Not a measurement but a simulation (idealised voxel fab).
Process module heading - voxel plated lines
The cross-section shown here is cut; it is 185 nm wide and divided into square cells measuring 5 nm on a side.
When this document writes out a cross-section, it uses a grid of square cells and lists it as bands, beginning at the top and moving down, with a band standing for one or more rows of cells. Per band: top height and bottom height in nm, followed by the left-to-right materials and their widths in nm; "throughout" marks a single material spanning edge to edge, "blank" marks empty space. Height 0 is the level under which the wafer as received is all one material. The lowest band goes on downwards, as in "top 0, no bottom". Think of "30->40" as a width that walks from the first number to the second as you go down the band, top row to bottom row, taking equal-sized steps from row to row. Take "everything unchanged" at face value: in the step it is given for, the cross-section changed in none of its cells. Basically, "Enclosed void inventory" tells you about the enclosed voids: empty spaces with no open way to the top, 8 cells or bigger, each written width x height at distance, where distance is from the left edge, all in nm. after a step's settings: what the simulator itself notes on the step. A step's line can hold "overlay nm"; with a mask on that step, the setting says how far right of the planned place the mask lay, while a negative setting says it lay to the left.
The following list gives the planned process steps
1. RECEIVE | material Si
2. CONFORMAL_DEP | material Al2O3 | thk nm 15
3. DIRECTIONAL_DEP | material TiN | thk nm 5
4. PATTERN | tone open | mask id LINES | material resist | width nm 20 | pitch nm 35 | thk nm 15 | overlay nm 0
5. EPI | material Ru | thk nm 5
6. STRIP | etch materials resist
7. DIRECTIONAL_ETCH | etch materials TiN | depth nm 5
8. CONFORMAL_DEP | material SiO2 | thk nm 5
Wafer, first of two, run as planned
Wafer at receipt (post step 1), cross-section
top 0, no bottom  Si throughout
Enclosed void inventory: none
After step 2: wafer cross-section
top 15, bottom 0  Al2O3 throughout
Note: structure below 0 unchanged.
After step 3: wafer cross-section
top 20, bottom 15  TiN throughout
Note: structure below 15 unchanged.
After step 4: wafer cross-section
top 35, bottom 20  resist: 45, then blank: 20, then resist: 15, then blank: 20, then resist: 15, then blank: 20, then resist: 50
Note: structure below 20 unchanged.
After step 5: wafer cross-section
top 35, bottom 25  resist: 45, then blank: 20, then resist: 15, then blank: 20, then resist: 15, then blank: 20, then resist: 50
top 25, bottom 20  resist: 45, then Ru: 20, then resist: 15, then Ru: 20, then resist: 15, then Ru: 20, then resist: 50
Note: structure below 20 unchanged.
After step 6: wafer cross-section
top 25, bottom 20  blank: 45, then Ru: 20, then blank: 15, then Ru: 20, then blank: 15, then Ru: 20, then blank: 50
Note: structure below 20 unchanged.
After step 7: wafer cross-section
top 25, bottom 20  blank: 45, then Ru: 20, then blank: 15, then Ru: 20, then blank: 15, then Ru: 20, then blank: 50
top 20, bottom 15  blank: 45, then TiN: 20, then blank: 15, then TiN: 20, then blank: 15, then TiN: 20, then blank: 50
Note: structure below 15 unchanged.
After step 8: wafer cross-section
top 30, bottom 25  blank: 40, then SiO2: 30, then blank: 5, then SiO2: 30, then blank: 5, then SiO2: 30, then blank: 45
top 25, bottom 20  blank: 40, then SiO2: 5, then Ru: 20, then SiO2: 5, then blank: 5, then SiO2: 5, then Ru: 20, then SiO2: 5, then blank: 5, then SiO2: 5, then Ru: 20, then SiO2: 5, then blank: 45
top 20, bottom 15  SiO2: 45, then TiN: 20, then SiO2: 15, then TiN: 20, then SiO2: 15, then TiN: 20, then SiO2: 50
Note: structure below 15 unchanged.
What follows concerns the second wafer, which started out like the first and was meant to follow the very same plan; one mistake crept in when it was run, but everything up to and including step 7 is the same as for the first wafer
Cross-section of the second wafer at the time by which step 8 should have been completed according to the plan
top 30, bottom 25  blank: 40, then TiN: 30, then blank: 5, then TiN: 30, then blank: 5, then TiN: 30, then blank: 45
top 25, bottom 20  blank: 40, then TiN: 5, then Ru: 20, then TiN: 5, then blank: 5, then TiN: 5, then Ru: 20, then TiN: 5, then blank: 5, then TiN: 5, then Ru: 20, then TiN: 5, then blank: 45
top 20, bottom 15  TiN throughout
Note: structure below 15 unchanged.
Finding, execution versus plan: step 8 changed vs plan, executed as CONFORMAL_DEP | material TiN | thk nm 5
It is noted that, at the conclusion of processing, the second wafer exhibits a higher or lower cell count for certain materials relative to the first: -49 SiO2, +49 TiN
